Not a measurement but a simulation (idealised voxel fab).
Module name: voxel wiring stack (process module)
The cross-section shown here is cut; it is 210 nm wide and divided into square cells measuring 5 nm on a side.
Each cross-section below is a grid of square cells, stated as bands in top-down order, with one or more rows of cells making up each band. A band entry consists of two parts. The first gives the height of the band's top and the height of its bottom, in nm. The rest lists the band's materials from left to right, each with its width in nm. A single material labelled with the word "full width" fills the band from edge to edge, and the word "empty" marks empty space. Zero point of the height axis is 0; under it, received wafer = one material. Lowest band: continues down indefinitely, "0 nm and below". When a width is written as two numbers, as in "30 to 40", the first number is the width in the top row of cells of the band and the second is the width in its bottom row, and the width changes by the same amount from each row to the next. The cross-section has no changed cell in any step marked "nothing changed". "Closed void table" - sealed voids, min. 8 cells, no opening to top; format: width x height at distance (distance from left edge; nm throughout). Note: text after step settings on the step line = simulator remark on that step. For masked steps, "overlay nm" on the step line gives how far right of plan the mask actually lay; a minus sign means it lay to the left.
# Steps planned for the process
1) op RECEIVE | material Si
2) op CONFORMAL_DEP | material SiO2 | thk nm 15
3) op DIRECTIONAL_DEP | material TiN | thk nm 5
4) op DIRECTIONAL_DEP | material W | thk nm 25
5) op DIRECTIONAL_DEP | material aC | thk nm 10
6) op PATTERN | tone cover | mask id METAL_1 | material resist | width nm 30 | pitch nm 50 | thk nm 30 | overlay nm 0
7) op DIRECTIONAL_ETCH | etch materials aC | depth nm 10
8) op STRIP | etch materials resist
9) op DIRECTIONAL_ETCH | etch materials W | depth nm 25
10) op DIRECTIONAL_ETCH | etch materials TiN | depth nm 5
11) op STRIP | etch materials aC
12) op CONFORMAL_DEP | material SiCN | thk nm 5
13) op FILL_DEP | material lowk | thk nm 10
14) op CMP | height nm 45
15) op CONFORMAL_DEP | material SiCN | thk nm 5
16) op DIRECTIONAL_DEP | material lowk | thk nm 20
17) op DIRECTIONAL_DEP | material aC | thk nm 10
18) op PATTERN | tone open | mask id PLUG_1 | material resist | width nm 15 | pitch nm 100 | thk nm 25 | overlay nm 0
19) op DIRECTIONAL_ETCH | etch materials aC | depth nm 10
20) op STRIP | etch materials resist
21) op DIRECTIONAL_ETCH | etch materials lowk | depth nm 20
22) op DIRECTIONAL_ETCH | etch materials SiCN | depth nm 5
23) op STRIP | etch materials aC
24) op EPI | material Ru | thk nm 10
25) op EPI | material Ru | thk nm 10
26) op EPI | material Ru | thk nm 5
27) op CONFORMAL_DEP | material SiCN | thk nm 5
28) op DIRECTIONAL_DEP | material SiO2 | thk nm 25
29) op PATTERN | tone open | mask id METAL_2 | material resist | width nm 30 | pitch nm 50 | thk nm 20 | overlay nm 0
30) op DIRECTIONAL_ETCH | etch materials SiO2 | depth nm 25
31) op DIRECTIONAL_ETCH | etch materials SiCN | depth nm 5
32) op STRIP | etch materials resist
33) op CONFORMAL_DEP | material TiN | thk nm 5
34) op FILL_DEP | material Ru | thk nm 10
35) op CMP | height nm 100
36) op CONFORMAL_DEP | material SiCN | thk nm 5
37) op DIRECTIONAL_DEP | material SiO2 | thk nm 30
38) op PATTERN | tone open | mask id METAL_3 | material resist | width nm 30 | pitch nm 50 | thk nm 20 | overlay nm 0
39) op DIRECTIONAL_ETCH | etch materials SiO2 | depth nm 20
40) op STRIP | etch materials resist
41) op MASKED_ETCH | tone open | mask id METAL_3_HOLES | width nm 15 | pitch nm 50 | etch materials SiO2 | depth nm 10 | overlay nm 0
42) op MASKED_ETCH | tone open | mask id METAL_3_HOLES | width nm 15 | pitch nm 50 | etch materials SiCN | depth nm 5 | overlay nm 0
43) op CONFORMAL_DEP | material TiN | thk nm 5
44) op FILL_DEP | material Cu | thk nm 5
45) op CMP | height nm 135
46) op CONFORMAL_DEP | material SiCN | thk nm 5
# As-received wafer cross-section (after step 1)
0 nm and below | Si full width
Closed void table: none
# End-of-module cross-section of the first of two wafers, processed as planned
140 nm to 135 nm | SiCN full width
135 nm to 120 nm | SiO2: 40 / TiN: 5 / Cu: 20 / TiN: 5 / SiO2: 20 / TiN: 5 / Cu: 20 / TiN: 5 / SiO2: 20 / TiN: 5 / Cu: 20 / TiN: 5 / SiO2: 40
120 nm to 115 nm | SiO2: 40 / TiN: 5 / Cu: 5 / TiN: 20 / SiO2: 20 / TiN: 5 / Cu: 5 / TiN: 20 / SiO2: 20 / TiN: 5 / Cu: 5 / TiN: 20 / SiO2: 40
115 nm to 105 nm | SiO2: 40 / TiN: 5 / Cu: 5 / TiN: 5 / SiO2: 35 / TiN: 5 / Cu: 5 / TiN: 5 / SiO2: 35 / TiN: 5 / Cu: 5 / TiN: 5 / SiO2: 55
105 nm to 100 nm | SiCN: 40 / TiN: 15 / SiCN: 35 / TiN: 15 / SiCN: 35 / TiN: 15 / SiCN: 55
100 nm to 75 nm | SiO2: 40 / TiN: 5 / Ru: 20 / TiN: 5 / SiO2: 20 / TiN: 5 / Ru: 20 / TiN: 5 / SiO2: 20 / TiN: 5 / Ru: 20 / TiN: 5 / SiO2: 40
75 nm to 70 nm | SiCN: 40 / TiN: 30 / SiCN: 20 / TiN: 30 / SiCN: 20 / TiN: 30 / SiCN: 40
70 nm to 50 nm | lowk: 40 / Ru: 15 / lowk: 85 / Ru: 15 / lowk: 55
50 nm to 45 nm | SiCN: 40 / Ru: 15 / SiCN: 85 / Ru: 15 / SiCN: 55
45 nm to 20 nm | lowk: 35 / SiCN: 5 / W: 30 / SiCN: 5 / lowk: 10 / SiCN: 5 / W: 30 / SiCN: 5 / lowk: 10 / SiCN: 5 / W: 30 / SiCN: 5 / lowk: 35
20 nm to 15 nm | SiCN: 40 / TiN: 30 / SiCN: 20 / TiN: 30 / SiCN: 20 / TiN: 30 / SiCN: 40
15 nm to 0 nm | SiO2 full width
0 nm and below | Si full width
Closed void table: none
# Cross-section, second wafer: same start as the first, same plan as the first, one mistake in running it; taken at the end of the module
140 nm to 135 nm | SiCN full width
135 nm to 120 nm | SiO2: 40 / TiN: 5 / Cu: 20 / TiN: 5 / SiO2: 20 / TiN: 5 / Cu: 20 / TiN: 5 / SiO2: 20 / TiN: 5 / Cu: 20 / TiN: 5 / SiO2: 40
120 nm to 115 nm | SiO2: 40 / TiN: 5 / Cu: 5 / TiN: 20 / SiO2: 20 / TiN: 5 / Cu: 5 / TiN: 20 / SiO2: 20 / TiN: 5 / Cu: 5 / TiN: 20 / SiO2: 40
115 nm to 105 nm | SiO2: 40 / TiN: 5 / Cu: 5 / TiN: 5 / SiO2: 35 / TiN: 5 / Cu: 5 / TiN: 5 / SiO2: 35 / TiN: 5 / Cu: 5 / TiN: 5 / SiO2: 55
105 nm to 100 nm | SiCN: 40 / TiN: 15 / SiCN: 35 / TiN: 15 / SiCN: 35 / TiN: 15 / SiCN: 55
100 nm to 95 nm | TiN: 45 / Ru: 20 / TiN: 30 / Ru: 20 / TiN: 30 / Ru: 20 / TiN: 45
95 nm to 75 nm | SiO2: 40 / TiN: 5 / Ru: 20 / TiN: 5 / SiO2: 20 / TiN: 5 / Ru: 20 / TiN: 5 / SiO2: 20 / TiN: 5 / Ru: 20 / TiN: 5 / SiO2: 40
75 nm to 70 nm | SiO2: 40 / TiN: 30 / SiO2: 20 / TiN: 30 / SiO2: 20 / TiN: 30 / SiO2: 40
70 nm to 50 nm | lowk: 40 / Ru: 15 / lowk: 85 / Ru: 15 / lowk: 55
50 nm to 45 nm | SiCN: 40 / Ru: 15 / SiCN: 85 / Ru: 15 / SiCN: 55
45 nm to 20 nm | lowk: 35 / SiCN: 5 / W: 30 / SiCN: 5 / lowk: 10 / SiCN: 5 / W: 30 / SiCN: 5 / lowk: 10 / SiCN: 5 / W: 30 / SiCN: 5 / lowk: 35
20 nm to 15 nm | SiCN: 40 / TiN: 30 / SiCN: 20 / TiN: 30 / SiCN: 20 / TiN: 30 / SiCN: 40
15 nm to 0 nm | SiO2 full width
0 nm and below | Si full width
Closed void table: none
What was done differently from what was planned? step 27 of the plan was jumped over and never run
Wrapping up, a cell-based count of both wafers puts the second over or under the first for these materials: SiCN: 24 fewer | TiN: 24 more
